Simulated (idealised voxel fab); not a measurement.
The name of this process module is voxel fin reveal.
The cross-section on display is named cut; it measures 160 nm wide, and its cells are 5 nm squares.
This document writes a cross-section as a grid whose cells are square, and gives it as bands, listed from the top down; one or more rows of cells form a band.
Band: top height; bottom height; in nm. Then, left to right: material with width in nm, for each material. "everywhere": a single material spanning edge to edge. "empty": empty space.
All heights in this document are referenced to 0, defined as the level beneath which the wafer, as received, consists entirely of one material. The lowest band is not bounded below; it extends indefinitely downward and is written in the form "0 down".
Note: "30->40" means the width goes from the first number (top row of the band) to the second number (bottom row) in equal steps per row of cells.
Basically "remained the same" means that step didn't change any cell in the cross-section.
Entry "Unvented cavities". Content: empty spaces with no open connection to the top, size 8 cells or greater. Each: width x height at distance. Distance: from left edge. Unit: nm.
Text after the settings on a step's line: the simulator's own remark on that step.
"overlay nm" denotes, for a step that has a mask, the displacement of the mask to the right of its planned place, with negative values corresponding to the left.

Plan:
1,RECEIVE [material Si]
2,CONFORMAL_DEP [material SiN] [thk nm 10]
3,PATTERN [tone cover] [mask id FINS] [material resist] [width nm 15] [pitch nm 40] [thk nm 20] [overlay nm 0]
4,DIRECTIONAL_ETCH [etch materials SiN] [depth nm 10]
5,DIRECTIONAL_ETCH [etch materials Si] [depth nm 30]
6,STRIP [etch materials resist]
7,OXIDIZE [depth nm 5]
8,FILL_DEP [material SiO2] [thk nm 5]
9,CMP [height nm 10]
10,SELECTIVE_ETCH [etch materials SiO2] [depth nm 25]
11,STRIP [etch materials SiN]
12,CONFORMAL_DEP [material HfO2] [thk nm 5]

Wafer at receipt (post step 1), cross-section:
  0 down: Si everywhere
  Unvented cavities: none

Sectioned view, first of two wafers, at the close of the module, processed as intended in the plan:
  5 to 0: 30 empty, 15 HfO2, 25 empty, 15 HfO2, 25 empty, 15 HfO2, 35 empty
  0 to -10: 30 empty, 5 HfO2, 5 Si, 5 HfO2, 25 empty, 5 HfO2, 5 Si, 5 HfO2, 25 empty, 5 HfO2, 5 Si, 5 HfO2, 35 empty
  -10 to -15: 35 HfO2, 5 Si, 35 HfO2, 5 Si, 35 HfO2, 5 Si, 40 HfO2
  -15 to -35: 35 SiO2, 5 Si, 35 SiO2, 5 Si, 35 SiO2, 5 Si, 40 SiO2
  -35 down: Si everywhere
  Unvented cavities: none

Wafer two (of two), end-of-module cross-section: start = wafer one, plan = wafer one, one run mistake:
  15 to 0: HfO2 everywhere
  0 down: Si everywhere
  Unvented cavities: none
Deviation from plan: step 2 did not use the planned setting and instead ran as CONFORMAL_DEP [material HfO2] [thk nm 10]
The final cell counts differ between the wafers, with the second having more or fewer of some materials than the first: HfO2 +46; Si +203; SiO2 -116
